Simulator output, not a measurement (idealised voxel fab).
Proc. module: voxel ribs on slabs
Square cell edge 5 nm, section width 145 nm, ID cut.
Cross-section, as written here: a square-cell grid given band by band from the top down, where a band holds one or more rows of cells.
Heads up on the band format: heights come first, top then bottom, in nm. After that it's the materials left to right, each with its width in nm. A single material flagged "full width" fills the whole band edge to edge, and "empty" means there's empty space there.
Zero point of the height axis is 0; under it, received wafer = one material. Lowest band: continues down indefinitely, "0 and below".
Width "30..40": first value at the band's top row of cells, second value at its bottom row, equal change from row to row.
Take "nothing different" at face value: in the step it is given for, the cross-section changed in none of its cells.
Entry "Internal closed voids" = empty spaces >= 8 cells with no open way to the top; each as width x height at distance, distance from left edge, all nm.
What comes after the settings on a step's line is commentary from the simulator itself on that step.
overlay nm: where the mask lay relative to plan, measured to the right, on steps with a mask; negatives go left.

## Below is the list of planned process steps
1) RECEIVE: material Si
2) DIRECTIONAL_DEP: material SiO2, thk nm 25
3) DIRECTIONAL_DEP: material polySi, thk nm 25
4) MASKED_ETCH: tone cover, mask id RIB, width nm 20, etch materials polySi, depth nm 10, overlay nm 0
5) MASKED_ETCH: tone cover, mask id SLAB, width nm 70, etch materials polySi, depth nm 15, overlay nm 0
6) FILL_DEP: material SiO2, thk nm 20
7) CMP: height nm 65
8) DIRECTIONAL_DEP: material W, thk nm 10
9) DIRECTIONAL_DEP: material aC, thk nm 15
10) PATTERN: tone cover, mask id HEATER, material resist, width nm 30, thk nm 30, overlay nm 0
11) DIRECTIONAL_ETCH: etch materials aC, depth nm 15
12) STRIP: etch materials resist
13) DIRECTIONAL_ETCH: etch materials W, depth nm 10
14) STRIP: etch materials aC
15) CONFORMAL_DEP: material SiN, thk nm 10

## Incoming wafer in cross-section (state: after step 1)
	0 and below = Si full width
	Internal closed voids: none

## first wafer at the end, as planned
	85 down to 75 = empty: 45 / SiN: 50 / empty: 50
	75 down to 65 = SiN: 55 / W: 30 / SiN: 60
	65 down to 50 = SiO2 full width
	50 down to 40 = SiO2: 60 / polySi: 20 / SiO2: 65
	40 down to 25 = SiO2: 35 / polySi: 70 / SiO2: 40
	25 down to 0 = SiO2 full width
	0 and below = Si full width
	Internal closed voids: none

## Cross-sectional view of the second of two wafers upon completion of the module. This wafer shared its starting condition and process plan with the first; one error was made during its execution
	85 down to 75 = empty: 45 / SiN: 50 / empty: 50
	75 down to 65 = SiN: 55 / W: 30 / SiN: 60
	65 down to 50 = SiO2 full width
	50 down to 40 = SiO2: 60 / polySi: 20 / SiO2: 65
	40 down to 30 = SiO2: 35 / polySi: 70 / SiO2: 40
	30 down to 25 = polySi full width
	25 down to 0 = SiO2 full width
	0 and below = Si full width
	Internal closed voids: none
Against the plan, the run slipped here: step 5 did not use the planned setting and instead ran as MASKED_ETCH: tone cover, mask id SLAB, width nm 70, etch materials polySi, depth nm 10, overlay nm 0
It is noted that, at the conclusion of processing, the second wafer exhibits a higher or lower cell count for certain materials relative to the first: 15 fewer of SiO2 | 15 more of polySi
